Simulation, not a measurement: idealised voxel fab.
This section sets out a process module, namely voxel capacitor over wiring.
The cross-section on display is named cut; it measures 275 nm wide, and its cells are 5 nm squares.
In what follows, cross-sections appear as grids of square cells, described through bands that run from the top down, where every band is one or more rows of cells. Per band: top height and bottom height in nm, followed by the left-to-right materials and their widths in nm; "all across" marks a single material spanning edge to edge, "empty" marks empty space. All heights in this document are referenced to 0, defined as the level beneath which the wafer, as received, consists entirely of one material. The lowest band is not bounded below; it extends indefinitely downward and is written in the form "z 0 and below". Graded width ("30 to 40"): value in top row of band = first number; value in bottom row = second number; row-to-row change constant. "nothing different" after a step means that no cell of the cross-section changed. Empty spaces without an open route to the top, at least 8 cells in extent, make up the entry "Closed void entries"; each is given as width x height at distance, where the distance is measured from the left edge, and all are in nm. Step line, after settings: the simulator's comment on this step. "overlay nm", when on a step's line for a step with a mask, measures how far to the right of its planned place the mask lay; a negative measure means to the left. How should the pairs below be read? Each gives the cross-section before one process step and the cross-section after it, the latter drawn only to the lowest band that changed; the step that lies between them, with its settings, appears under the pair. Does a pair pick up where the pair above left off? Only where its entry headed "State before step" says so, since pairs can come from different runs of this module on the same starting wafer.
# State before step
	z 55 to 40  lowk all across
	z 40 to 20  lowk=70  SiN=5  W=30  SiN=5  lowk=50  SiN=5  W=30  SiN=5  lowk=75
	z 20 to 15  SiN=75  TiN=30  SiN=60  TiN=30  SiN=80
	z 15 to 0  SiO2 all across
	z 0 and below  Si all across
	Closed void entries: none
# As Processed
	z 60 to 55  SiCN all across
	Rest of section, below 55: as before.
	Closed void entries: none
In between the before and after cross-sections above, the step is CONFORMAL_DEP,material SiCN,thk nm 5
State before step: This step starts from the configuration shown after the step in the pair immediately above.
# As Processed
	z 60 to 55  SiCN=90  empty=15  SiCN=170
	Rest of section, below 55: as before.
	Closed void entries: none
In between the before and after cross-sections above, the step is MASKED_ETCH,tone open,mask id PLUG_1,width nm 15,etch materials SiCN,depth nm 5,overlay nm 0
State before step: This step starts from the configuration shown after the step in the pair immediately above.
# As Processed
	z 70 to 65  TiN=90  empty=15  TiN=170
	z 65 to 60  TiN all across
	z 60 to 55  SiCN=90  TiN=15  SiCN=170
	Rest of section, below 55: as before.
	Closed void entries: none
In between the before and after cross-sections above, the step is DIRECTIONAL_DEP,material TiN,thk nm 10
State before step: This step starts from the configuration shown after the step in the pair immediately above.
# As Processed
	z 75 to 70  HfO2=90  empty=15  HfO2=170
	z 70 to 65  TiN=90  HfO2=15  TiN=170
	Rest of section, below 65: as before.
	Closed void entries: none
In between the before and after cross-sections above, the step is DIRECTIONAL_DEP,material HfO2,thk nm 5
State before step: This step starts from the configuration shown after the step in the pair immediately above.
# As Processed
	z 85 to 80  TiN=90  empty=15  TiN=170
	z 80 to 75  TiN all across
	z 75 to 70  HfO2=90  TiN=15  HfO2=170
	Rest of section, below 70: as before.
	Closed void entries: none
In between the before and after cross-sections above, the step is DIRECTIONAL_DEP,material TiN,thk nm 10
State before step: This step starts from the configuration shown after the step in the pair immediately above.
# As Processed
	z 85 to 75  empty=105 to 90  TiN=50 to 65  empty=120
	Rest of section, below 75: as before.
	Closed void entries: none
In between the before and after cross-sections above, the step is MASKED_ETCH,tone cover,mask id UPPER_PLATE,width nm 65,etch materials TiN,depth nm 10,overlay nm 0
State before step: This step starts from the configuration shown after the step in the pair immediately above.
# As Processed
	z 85 to 75  empty=105 to 90  TiN=50 to 65  empty=120
	z 75 to 70  empty=90  TiN=15  HfO2=50  empty=120
	Rest of section, below 70: as before.
	Closed void entries: none
In between the before and after cross-sections above, the step is MASKED_ETCH,tone cover,mask id UPPER_PLATE,width nm 65,etch materials HfO2,depth nm 5,overlay nm 0
State before step: This step starts from the configuration shown after the step in the pair immediately above.
# As Processed
	z 105 to 85  empty=85  resist=75  empty=115
	z 85 to 75  empty=85  resist=20 to 5  TiN=50 to 65  resist=5  empty=115
	z 75 to 70  empty=85  resist=5  TiN=15  HfO2=50  resist=5  empty=115
	Rest of section, below 70: as before.
	Closed void entries: none
In between the before and after cross-sections above, the step is PATTERN,tone cover,mask id LOWER_PLATE,material resist,width nm 75,thk nm 20,overlay nm 0
State before step: This step starts from the configuration shown after the step in the pair immediately above.
# As Processed
	z 105 to 85  empty=85  resist=75  empty=115
	z 85 to 75  empty=85  resist=20 to 5  TiN=50 to 65  resist=5  empty=115
	z 75 to 70  empty=85  resist=5  TiN=15  HfO2=50  resist=5  empty=115
	z 70 to 65  empty=85  TiN=5  HfO2=15  TiN=55  empty=115
	z 65 to 60  empty=85  TiN=75  empty=115
	Rest of section, below 60: as before.
	Closed void entries: none
In between the before and after cross-sections above, the step is DIRECTIONAL_ETCH,etch materials TiN,depth nm 10
State before step: This step starts from the configuration shown after the step in the pair immediately above.
# As Processed
	z 85 to 75  empty=105 to 90  TiN=50 to 65  empty=120
	z 75 to 70  empty=90  TiN=15  HfO2=50  empty=120
	Rest of section, below 70: as before.
	Closed void entries: none
In between the before and after cross-sections above, the step is STRIP,etch materials resist
State before step: This step starts from the configuration shown after the step in the pair immediately above.
# As Processed
	z 100 to 85  SiO2 all across
	z 85 to 75  SiO2=105 to 90  TiN=50 to 65  SiO2=120
	z 75 to 70  SiO2=90  TiN=15  HfO2=50  SiO2=120
	z 70 to 65  SiO2=85  TiN=5  HfO2=15  TiN=55  SiO2=115
	z 65 to 60  SiO2=85  TiN=75  SiO2=115
	Rest of section, below 60: as before.
	Closed void entries: none
In between the before and after cross-sections above, the step is FILL_DEP,material SiO2,thk nm 15
State before step: This step starts from the configuration shown after the step in the pair immediately above.
# As Processed
	z 95 to 85  SiO2 all across
	Rest of section, below 85: as before.
	Closed void entries: none
In between the before and after cross-sections above, the step is CMP,height nm 95
State before step: This step starts from the configuration shown after the step in the pair immediately above.
# As Processed
	z 105 to 95  aC all across
	Rest of section, below 95: as before.
	Closed void entries: none
In between the before and after cross-sections above, the step is DIRECTIONAL_DEP,material aC,thk nm 10
State before step: This step starts from the configuration shown after the step in the pair immediately above.
# As Processed
	z 135 to 105  resist=100  empty=15  resist=160
	Rest of section, below 105: as before.
	Closed void entries: none
In between the before and after cross-sections above, the step is PATTERN,tone open,mask id PLUG_2,material resist,width nm 15,thk nm 30,overlay nm 0
State before step: This step starts from the configuration shown after the step in the pair immediately above.
# As Processed
	z 125 to 105  resist=100  empty=15  resist=160
	z 105 to 95  aC=100  empty=15  aC=160
	Rest of section, below 95: as before.
	Closed void entries: none
In between the before and after cross-sections above, the step is DIRECTIONAL_ETCH,etch materials aC,depth nm 10
State before step: This step starts from the configuration shown after the step in the pair immediately above.
# As Processed
	z 105 to 95  aC=100  empty=15  aC=160
	Rest of section, below 95: as before.
	Closed void entries: none
In between the before and after cross-sections above, the step is STRIP,etch materials resist
State before step: This step starts from the configuration shown after the step in the pair immediately above.
# As Processed
	z 105 to 95  aC=100  empty=15  aC=160
	z 95 to 85  SiO2=100  empty=15  SiO2=160
	Rest of section, below 85: as before.
	Closed void entries: none
In between the before and after cross-sections above, the step is DIRECTIONAL_ETCH,etch materials SiO2,depth nm 10
State before step: This step starts from the configuration shown after the step in the pair immediately above.
# As Processed
	z 95 to 85  SiO2=100  empty=15  SiO2=160
	Rest of section, below 85: as before.
	Closed void entries: none
In between the before and after cross-sections above, the step is STRIP,etch materials aC
State before step: This step starts from the configuration shown after the step in the pair immediately above.
# As Processed
	z 100 to 95  TiN=105  empty=5  TiN=165
	z 95 to 90  SiO2=100  TiN=5  empty=5  TiN=5  SiO2=160
	z 90 to 80  SiO2=100 to 105  TiN=15 to 50  SiO2=160 to 120
	Rest of section, below 80: as before.
	Closed void entries: none
In between the before and after cross-sections above, the step is CONFORMAL_DEP,material TiN,thk nm 5
State before step: This step starts from the configuration shown after the step in the pair immediately above.
# As Processed
	z 105 to 100  Ru all across
	z 100 to 95  TiN=105  Ru=5  TiN=165
	z 95 to 90  SiO2=100  TiN=5  Ru=5  TiN=5  SiO2=160
	Rest of section, below 90: as before.
	Closed void entries: none
In between the before and after cross-sections above, the step is FILL_DEP,material Ru,thk nm 5
State before step: This step starts from the configuration shown after the step in the pair immediately above.
# As Processed
	z 95 to 90  SiO2=100  TiN=5  Ru=5  TiN=5  SiO2=160
	Rest of section, below 90: as before.
	Closed void entries: none
In between the before and after cross-sections above, the step is CMP,height nm 95
State before step: This step starts from the configuration shown after the step in the pair immediately above.
# As Processed
	z 100 to 95  SiN all across
	Rest of section, below 95: as before.
	Closed void entries: none
In between the before and after cross-sections above, the step is CONFORMAL_DEP,material SiN,thk nm 5
# State before step
	z 105 to 100  Ru all across
	z 100 to 95  TiN=105  Ru=5  TiN=165
	z 95 to 90  SiO2=100  TiN=5  Ru=5  TiN=5  SiO2=160
	z 90 to 85  SiO2=100  TiN=15  SiO2=160
	z 85 to 75  SiO2=90  TiN=65  SiO2=120
	z 75 to 70  SiO2=90  HfO2=65  SiO2=120
	z 70 to 60  SiO2=85  TiN=75  SiO2=115
	z 60 to 45  lowk=90  Ru=15  lowk=170
	z 45 to 40  SiCN=90  Ru=15  SiCN=170
	z 40 to 20  lowk=70  SiN=5  W=30  SiN=5  lowk=50  SiN=5  W=30  SiN=5  lowk=75
	z 20 to 15  SiN=75  TiN=30  SiN=60  TiN=30  SiN=80
	z 15 to 0  SiO2 all across
	z 0 and below  Si all across
	Closed void entries: none
# As Processed
	z 90 to 85  SiO2=100  TiN=15  SiO2=160
	Rest of section, below 85: as before.
	Closed void entries: none
In between the before and after cross-sections above, the step is CMP,height nm 90
State before step: This step starts from the configuration shown after the step in the pair immediately above.
# As Processed
	z 95 to 90  SiN all across
	Rest of section, below 90: as before.
	Closed void entries: none
In between the before and after cross-sections above, the step is CONFORMAL_DEP,material SiN,thk nm 5
# State before step
	z 105 to 95  aC all across
	z 95 to 85  SiO2 all across
	z 85 to 75  SiO2=90  TiN=65  SiO2=120
	z 75 to 70  SiO2=90  HfO2=65  SiO2=120
	z 70 to 60  SiO2=85  TiN=75  SiO2=115
	z 60 to 45  lowk=90  Ru=15  lowk=170
	z 45 to 40  SiCN=90  Ru=15  SiCN=170
	z 40 to 20  lowk=70  SiN=5  W=30  SiN=5  lowk=50  SiN=5  W=30  SiN=5  lowk=75
	z 20 to 15  SiN=75  TiN=30  SiN=60  TiN=30  SiN=80
	z 15 to 0  SiO2 all across
	z 0 and below  Si all across
	Closed void entries: none
# As Processed
	z 135 to 105  resist=100  empty=20  resist=155
	Rest of section, below 105: as before.
	Closed void entries: none
In between the before and after cross-sections above, the step is PATTERN,tone open,mask id PLUG_2,material resist,width nm 20,thk nm 30,overlay nm 0
State before step: This step starts from the configuration shown after the step in the pair immediately above.
# As Processed
	z 125 to 105  resist=100  empty=20  resist=155
	z 105 to 95  aC=100  empty=20  aC=155
	Rest of section, below 95: as before.
	Closed void entries: none
In between the before and after cross-sections above, the step is DIRECTIONAL_ETCH,etch materials aC,depth nm 10
State before step: This step starts from the configuration shown after the step in the pair immediately above.
# As Processed
	z 105 to 95  aC=100  empty=20  aC=155
	Rest of section, below 95: as before.
	Closed void entries: none
In between the before and after cross-sections above, the step is STRIP,etch materials resist
State before step: This step starts from the configuration shown after the step in the pair immediately above.
# As Processed
	z 105 to 95  aC=100  empty=20  aC=155
	z 95 to 85  SiO2=100  empty=20  SiO2=155
	Rest of section, below 85: as before.
	Closed void entries: none
In between the before and after cross-sections above, the step is DIRECTIONAL_ETCH,etch materials SiO2,depth nm 10
State before step: This step starts from the configuration shown after the step in the pair immediately above.
# As Processed
	z 95 to 85  SiO2=100  empty=20  SiO2=155
	Rest of section, below 85: as before.
	Closed void entries: none
In between the before and after cross-sections above, the step is STRIP,etch materials aC
State before step: This step starts from the configuration shown after the step in the pair immediately above.
# As Processed
	z 100 to 95  TiN=105  empty=10  TiN=160
	z 95 to 90  SiO2=100  TiN=5  empty=10  TiN=5  SiO2=155
	z 90 to 85  SiO2=100  TiN=20  SiO2=155
	Rest of section, below 85: as before.
	Closed void entries: none
In between the before and after cross-sections above, the step is CONFORMAL_DEP,material TiN,thk nm 5
State before step: This step starts from the configuration shown after the step in the pair immediately above.
# As Processed
	z 105 to 100  Ru all across
	z 100 to 95  TiN=105  Ru=10  TiN=160
	z 95 to 90  SiO2=100  TiN=5  Ru=10  TiN=5  SiO2=155
	Rest of section, below 90: as before.
	Closed void entries: none
In between the before and after cross-sections above, the step is FILL_DEP,material Ru,thk nm 5
State before step: This step starts from the configuration shown after the step in the pair immediately above.
# As Processed
	z 95 to 90  SiO2=100  TiN=5  Ru=10  TiN=5  SiO2=155
	Rest of section, below 90: as before.
	Closed void entries: none
In between the before and after cross-sections above, the step is CMP,height nm 95
State before step: This step starts from the configuration shown after the step in the pair immediately above.
# As Processed
	z 100 to 95  SiN all across
	Rest of section, below 95: as before.
	Closed void entries: none
In between the before and after cross-sections above, the step is CONFORMAL_DEP,material SiN,thk nm 5
# State before step
	z 105 to 95  aC all across
	z 95 to 85  SiO2 all across
	z 85 to 75  SiO2=90  TiN=65  SiO2=120
	z 75 to 70  SiO2=90  HfO2=65  SiO2=120
	z 70 to 60  SiO2=85  TiN=75  SiO2=115
	z 60 to 45  lowk=90  Ru=15  lowk=170
	z 45 to 40  SiCN=90  Ru=15  SiCN=170
	z 40 to 20  lowk=70  SiN=5  W=30  SiN=5  lowk=50  SiN=5  W=30  SiN=5  lowk=75
	z 20 to 15  SiN=75  TiN=30  SiN=60  TiN=30  SiN=80
	z 15 to 0  SiO2 all across
	z 0 and below  Si all across
	Closed void entries: none
# As Processed
	z 135 to 105  resist=105  empty=15  resist=155
	Rest of section, below 105: as before.
	Closed void entries: none
In between the before and after cross-sections above, the step is PATTERN,tone open,mask id PLUG_2,material resist,width nm 15,thk nm 30,overlay nm 5
State before step: This step starts from the configuration shown after the step in the pair immediately above.
# As Processed
	z 125 to 105  resist=105  empty=15  resist=155
	z 105 to 95  aC=105  empty=15  aC=155
	Rest of section, below 95: as before.
	Closed void entries: none
In between the before and after cross-sections above, the step is DIRECTIONAL_ETCH,etch materials aC,depth nm 10
State before step: This step starts from the configuration shown after the step in the pair immediately above.
# As Processed
	z 105 to 95  aC=105  empty=15  aC=155
	Rest of section, below 95: as before.
	Closed void entries: none
In between the before and after cross-sections above, the step is STRIP,etch materials resist
State before step: This step starts from the configuration shown after the step in the pair immediately above.
# As Processed
	z 105 to 95  aC=105  empty=15  aC=155
	z 95 to 85  SiO2=105  empty=15  SiO2=155
	Rest of section, below 85: as before.
	Closed void entries: none
In between the before and after cross-sections above, the step is DIRECTIONAL_ETCH,etch materials SiO2,depth nm 10
State before step: This step starts from the configuration shown after the step in the pair immediately above.
# As Processed
	z 95 to 85  SiO2=105  empty=15  SiO2=155
	Rest of section, below 85: as before.
	Closed void entries: none
In between the before and after cross-sections above, the step is STRIP,etch materials aC
State before step: This step starts from the configuration shown after the step in the pair immediately above.
# As Processed
	z 100 to 95  TiN=110  empty=5  TiN=160
	z 95 to 90  SiO2=105  TiN=5  empty=5  TiN=5  SiO2=155
	z 90 to 85  SiO2=105  TiN=15  SiO2=155
	Rest of section, below 85: as before.
	Closed void entries: none
In between the before and after cross-sections above, the step is CONFORMAL_DEP,material TiN,thk nm 5
State before step: This step starts from the configuration shown after the step in the pair immediately above.
# As Processed
	z 105 to 100  Ru all across
	z 100 to 95  TiN=110  Ru=5  TiN=160
	z 95 to 90  SiO2=105  TiN=5  Ru=5  TiN=5  SiO2=155
	Rest of section, below 90: as before.
	Closed void entries: none
In between the before and after cross-sections above, the step is FILL_DEP,material Ru,thk nm 5
State before step: This step starts from the configuration shown after the step in the pair immediately above.
# As Processed
	z 95 to 90  SiO2=105  TiN=5  Ru=5  TiN=5  SiO2=155
	Rest of section, below 90: as before.
	Closed void entries: none
In between the before and after cross-sections above, the step is CMP,height nm 95
State before step: This step starts from the configuration shown after the step in the pair immediately above.
# As Processed
	z 100 to 95  SiN all across
	Rest of section, below 95: as before.
	Closed void entries: none
In between the before and after cross-sections above, the step is CONFORMAL_DEP,material SiN,thk nm 5
# State before step
	z 15 to 0  SiO2 all across
	z 0 and below  Si all across
	Closed void entries: none
# As Processed
	z 20 to 0  SiO2 all across
	Rest of section, below 0: as before.
	Closed void entries: none
In between the before and after cross-sections above, the step is DIRECTIONAL_DEP,material SiO2,thk nm 5
State before step: This step starts from the configuration shown after the step in the pair immediately above.
# As Processed
	z 40 to 20  W all across
	Rest of section, below 20: as before.
	Closed void entries: none
In between the before and after cross-sections above, the step is DIRECTIONAL_DEP,material W,thk nm 20
State before step: This step starts from the configuration shown after the step in the pair immediately above.
# As Processed
	z 40 to 20  empty=75  W=30  empty=60  W=30  empty=80
	Rest of section, below 20: as before.
	Closed void entries: none
In between the before and after cross-sections above, the step is MASKED_ETCH,tone cover,mask id METAL_1,width nm 30,pitch nm 90,etch materials W,depth nm 20,overlay nm 0
State before step: This step starts from the configuration shown after the step in the pair immediately above.
# As Processed
	z 45 to 40  empty=70  SiN=40  empty=50  SiN=40  empty=75
	z 40 to 25  empty=70  SiN=5  W=30  SiN=5  empty=50  SiN=5  W=30  SiN=5  empty=75
	z 25 to 20  SiN=75  W=30  SiN=60  W=30  SiN=80
	Rest of section, below 20: as before.
	Closed void entries: none
In between the before and after cross-sections above, the step is CONFORMAL_DEP,material SiN,thk nm 5
State before step: This step starts from the configuration shown after the step in the pair immediately above.
# As Processed
	z 55 to 45  lowk all across
	z 45 to 40  lowk=70  SiN=40  lowk=50  SiN=40  lowk=75
	z 40 to 25  lowk=70  SiN=5  W=30  SiN=5  lowk=50  SiN=5  W=30  SiN=5  lowk=75
	Rest of section, below 25: as before.
	Closed void entries: none
In between the before and after cross-sections above, the step is FILL_DEP,material lowk,thk nm 10
State before step: This step starts from the configuration shown after the step in the pair immediately above.
# As Processed
	z 40 to 25  lowk=70  SiN=5  W=30  SiN=5  lowk=50  SiN=5  W=30  SiN=5  lowk=75
	Rest of section, below 25: as before.
	Closed void entries: none
In between the before and after cross-sections above, the step is CMP,height nm 40
State before step: This step starts from the configuration shown after the step in the pair immediately above.
# As Processed
	z 45 to 40  SiCN all across
	Rest of section, below 40: as before.
	Closed void entries: none
In between the before and after cross-sections above, the step is CONFORMAL_DEP,material SiCN,thk nm 5
State before step: This step starts from the configuration shown after the step in the pair immediately above.
# As Processed
	z 60 to 45  lowk all across
	Rest of section, below 45: as before.
	Closed void entries: none
In between the before and after cross-sections above, the step is DIRECTIONAL_DEP,material lowk,thk nm 15
State before step: This step starts from the configuration shown after the step in the pair immediately above.
# As Processed
	z 60 to 45  lowk=90  empty=15  lowk=170
	Rest of section, below 45: as before.
	Closed void entries: none
In between the before and after cross-sections above, the step is MASKED_ETCH,tone open,mask id PLUG_1,width nm 15,etch materials lowk,depth nm 15,overlay nm 0
State before step: This step starts from the configuration shown after the step in the pair immediately above.
# As Processed
	z 60 to 45  lowk=90  empty=15  lowk=170
	z 45 to 40  SiCN=90  empty=15  SiCN=170
	Rest of section, below 40: as before.
	Closed void entries: none
In between the before and after cross-sections above, the step is MASKED_ETCH,tone open,mask id PLUG_1,width nm 15,etch materials SiCN,depth nm 5,overlay nm 0
State before step: This step starts from the configuration shown after the step in the pair immediately above.
# As Processed
	z 60 to 50  lowk=90  empty=15  lowk=170
	z 50 to 45  lowk=90  Ru=15  lowk=170
	z 45 to 40  SiCN=90  Ru=15  SiCN=170
	Rest of section, below 40: as before.
	Closed void entries: none
In between the before and after cross-sections above, the step is EPI,material Ru,thk nm 10
State before step: This step starts from the configuration shown after the step in the pair immediately above.
# As Processed
	z 60 to 45  lowk=90  Ru=15  lowk=170
	Rest of section, below 45: as before.
	Closed void entries: none
In between the before and after cross-sections above, the step is EPI,material Ru,thk nm 10
State before step: This step starts from the configuration shown after the step in the pair immediately above.
# As Processed
	z 70 to 60  TiN all across
	Rest of section, below 60: as before.
	Closed void entries: none
In between the before and after cross-sections above, the step is DIRECTIONAL_DEP,material TiN,thk nm 10
State before step: This step starts from the configuration shown after the step in the pair immediately above.
# As Processed
	z 75 to 70  HfO2 all across
	Rest of section, below 70: as before.
	Closed void entries: none
In between the before and after cross-sections above, the step is DIRECTIONAL_DEP,material HfO2,thk nm 5
State before step: This step starts from the configuration shown after the step in the pair immediately above.
# As Processed
	z 85 to 75  TiN all across
	Rest of section, below 75: as before.
	Closed void entries: none
In between the before and after cross-sections above, the step is DIRECTIONAL_DEP,material TiN,thk nm 10
State before step: This step starts from the configuration shown after the step in the pair immediately above.
# As Processed
	z 85 to 75  empty=90  TiN=65  empty=120
	Rest of section, below 75: as before.
	Closed void entries: none
In between the before and after cross-sections above, the step is MASKED_ETCH,tone cover,mask id UPPER_PLATE,width nm 65,etch materials TiN,depth nm 10,overlay nm 0
State before step: This step starts from the configuration shown after the step in the pair immediately above.
# As Processed
	z 85 to 75  empty=90  TiN=65  empty=120
	z 75 to 70  empty=90  HfO2=65  empty=120
	Rest of section, below 70: as before.
	Closed void entries: none
In between the before and after cross-sections above, the step is MASKED_ETCH,tone cover,mask id UPPER_PLATE,width nm 65,etch materials HfO2,depth nm 5,overlay nm 0
State before step: This step starts from the configuration shown after the step in the pair immediately above.
# As Processed
	z 105 to 85  empty=85  resist=75  empty=115
	z 85 to 75  empty=85  resist=5  TiN=65  resist=5  empty=115
	z 75 to 70  empty=85  resist=5  HfO2=65  resist=5  empty=115
	Rest of section, below 70: as before.
	Closed void entries: none
In between the before and after cross-sections above, the step is PATTERN,tone cover,mask id LOWER_PLATE,material resist,width nm 75,thk nm 20,overlay nm 0
State before step: This step starts from the configuration shown after the step in the pair immediately above.
# As Processed
	z 105 to 85  empty=85  resist=75  empty=115
	z 85 to 75  empty=85  resist=5  TiN=65  resist=5  empty=115
	z 75 to 70  empty=85  resist=5  HfO2=65  resist=5  empty=115
	z 70 to 60  empty=85  TiN=75  empty=115
	Rest of section, below 60: as before.
	Closed void entries: none
In between the before and after cross-sections above, the step is DIRECTIONAL_ETCH,etch materials TiN,depth nm 10
State before step: This step starts from the configuration shown after the step in the pair immediately above.
# As Processed
	z 85 to 75  empty=90  TiN=65  empty=120
	z 75 to 70  empty=90  HfO2=65  empty=120
	Rest of section, below 70: as before.
	Closed void entries: none
In between the before and after cross-sections above, the step is STRIP,etch materials resist
State before step: This step starts from the configuration shown after the step in the pair immediately above.
# As Processed
	z 100 to 85  SiO2 all across
	z 85 to 75  SiO2=90  TiN=65  SiO2=120
	z 75 to 70  SiO2=90  HfO2=65  SiO2=120
	z 70 to 60  SiO2=85  TiN=75  SiO2=115
	Rest of section, below 60: as before.
	Closed void entries: none
In between the before and after cross-sections above, the step is FILL_DEP,material SiO2,thk nm 15
State before step: This step starts from the configuration shown after the step in the pair immediately above.
# As Processed
	z 95 to 85  SiO2 all across
	Rest of section, below 85: as before.
	Closed void entries: none
In between the before and after cross-sections above, the step is CMP,height nm 95
State before step: This step starts from the configuration shown after the step in the pair immediately above.
# As Processed
	z 105 to 95  aC all across
	Rest of section, below 95: as before.
	Closed void entries: none
In between the before and after cross-sections above, the step is DIRECTIONAL_DEP,material aC,thk nm 10
State before step: This step starts from the configuration shown after the step in the pair immediately above.
# As Processed
	z 135 to 105  resist=100  empty=15  resist=160
	Rest of section, below 105: as before.
	Closed void entries: none
In between the before and after cross-sections above, the step is PATTERN,tone open,mask id PLUG_2,material resist,width nm 15,thk nm 30,overlay nm 0
State before step: This step starts from the configuration shown after the step in the pair immediately above.
# As Processed
	z 125 to 105  resist=100  empty=15  resist=160
	z 105 to 95  aC=100  empty=15  aC=160
	Rest of section, below 95: as before.
	Closed void entries: none
In between the before and after cross-sections above, the step is DIRECTIONAL_ETCH,etch materials aC,depth nm 10
State before step: This step starts from the configuration shown after the step in the pair immediately above.
# As Processed
	z 105 to 95  aC=100  empty=15  aC=160
	Rest of section, below 95: as before.
	Closed void entries: none
In between the before and after cross-sections above, the step is STRIP,etch materials resist
State before step: This step starts from the configuration shown after the step in the pair immediately above.
# As Processed
	z 105 to 95  aC=100  empty=15  aC=160
	z 95 to 85  SiO2=100  empty=15  SiO2=160
	Rest of section, below 85: as before.
	Closed void entries: none
In between the before and after cross-sections above, the step is DIRECTIONAL_ETCH,etch materials SiO2,depth nm 10
State before step: This step starts from the configuration shown after the step in the pair immediately above.
# As Processed
	z 95 to 85  SiO2=100  empty=15  SiO2=160
	Rest of section, below 85: as before.
	Closed void entries: none
In between the before and after cross-sections above, the step is STRIP,etch materials aC
State before step: This step starts from the configuration shown after the step in the pair immediately above.
# As Processed
	z 100 to 95  TiN=105  empty=5  TiN=165
	z 95 to 90  SiO2=100  TiN=5  empty=5  TiN=5  SiO2=160
	z 90 to 85  SiO2=100  TiN=15  SiO2=160
	Rest of section, below 85: as before.
	Closed void entries: none
In between the before and after cross-sections above, the step is CONFORMAL_DEP,material TiN,thk nm 5
State before step: This step starts from the configuration shown after the step in the pair immediately above.
# As Processed
	z 105 to 100  Ru all across
	z 100 to 95  TiN=105  Ru=5  TiN=165
	z 95 to 90  SiO2=100  TiN=5  Ru=5  TiN=5  SiO2=160
	Rest of section, below 90: as before.
	Closed void entries: none
In between the before and after cross-sections above, the step is FILL_DEP,material Ru,thk nm 5
State before step: This step starts from the configuration shown after the step in the pair immediately above.
# As Processed
	z 95 to 90  SiO2=100  TiN=5  Ru=5  TiN=5  SiO2=160
	Rest of section, below 90: as before.
	Closed void entries: none
In between the before and after cross-sections above, the step is CMP,height nm 95
State before step: This step starts from the configuration shown after the step in the pair immediately above.
# As Processed
	z 100 to 95  SiN all across
	Rest of section, below 95: as before.
	Closed void entries: none
In between the before and after cross-sections above, the step is CONFORMAL_DEP,material SiN,thk nm 5
# State before step
	z 105 to 95  aC all across
	z 95 to 85  SiO2 all across
	z 85 to 75  SiO2=90  TiN=65  SiO2=120
	z 75 to 70  SiO2=90  HfO2=65  SiO2=120
	z 70 to 60  SiO2=85  TiN=75  SiO2=115
	z 60 to 45  lowk=90  Ru=15  lowk=170
	z 45 to 40  SiCN=90  Ru=15  SiCN=170
	z 40 to 20  lowk=70  SiN=5  W=30  SiN=5  lowk=50  SiN=5  W=30  SiN=5  lowk=75
	z 20 to 15  SiN=75  TiN=30  SiN=60  TiN=30  SiN=80
	z 15 to 0  SiO2 all across
	z 0 and below  Si all across
	Closed void entries: none
# As Processed
	z 135 to 105  empty=100  resist=15  empty=160
	Rest of section, below 105: as before.
	Closed void entries: none
In between the before and after cross-sections above, the step is PATTERN,tone cover,mask id PLUG_2,material resist,width nm 15,thk nm 30,overlay nm 0
State before step: This step starts from the configuration shown after the step in the pair immediately above.
# As Processed
	z 125 to 105  empty=100  resist=15  empty=160
	z 105 to 95  empty=100  aC=15  empty=160
	Rest of section, below 95: as before.
	Closed void entries: none
In between the before and after cross-sections above, the step is DIRECTIONAL_ETCH,etch materials aC,depth nm 10
State before step: This step starts from the configuration shown after the step in the pair immediately above.
# As Processed
	z 105 to 95  empty=100  aC=15  empty=160
	Rest of section, below 95: as before.
	Closed void entries: none
In between the before and after cross-sections above, the step is STRIP,etch materials resist
State before step: This step starts from the configuration shown after the step in the pair immediately above.
# As Processed
	z 105 to 95  empty=100  aC=15  empty=160
	z 95 to 85  empty=100  SiO2=15  empty=160
	Rest of section, below 85: as before.
	Closed void entries: none
In between the before and after cross-sections above, the step is DIRECTIONAL_ETCH,etch materials SiO2,depth nm 10
State before step: This step starts from the configuration shown after the step in the pair immediately above.
# As Processed
	z 95 to 85  empty=100  SiO2=15  empty=160
	Rest of section, below 85: as before.
	Closed void entries: none
In between the before and after cross-sections above, the step is STRIP,etch materials aC
State before step: This step starts from the configuration shown after the step in the pair immediately above.
# As Processed
	z 100 to 95  empty=95  TiN=25  empty=155
	z 95 to 90  empty=95  TiN=5  SiO2=15  TiN=5  empty=155
	z 90 to 85  TiN=100  SiO2=15  TiN=160
	Rest of section, below 85: as before.
	Closed void entries: none
In between the before and after cross-sections above, the step is CONFORMAL_DEP,material TiN,thk nm 5
State before step: This step starts from the configuration shown after the step in the pair immediately above.
# As Processed
	z 105 to 100  Ru all across
	z 100 to 95  Ru=95  TiN=25  Ru=155
	z 95 to 90  Ru=95  TiN=5  SiO2=15  TiN=5  Ru=155
	Rest of section, below 90: as before.
	Closed void entries: none
In between the before and after cross-sections above, the step is FILL_DEP,material Ru,thk nm 5
State before step: This step starts from the configuration shown after the step in the pair immediately above.
# As Processed
	z 95 to 90  Ru=95  TiN=5  SiO2=15  TiN=5  Ru=155
	Rest of section, below 90: as before.
	Closed void entries: none
In between the before and after cross-sections above, the step is CMP,height nm 95
State before step: This step starts from the configuration shown after the step in the pair immediately above.
# As Processed
	z 100 to 95  SiN all across
	Rest of section, below 95: as before.
	Closed void entries: none
In between the before and after cross-sections above, the step is CONFORMAL_DEP,material SiN,thk nm 5
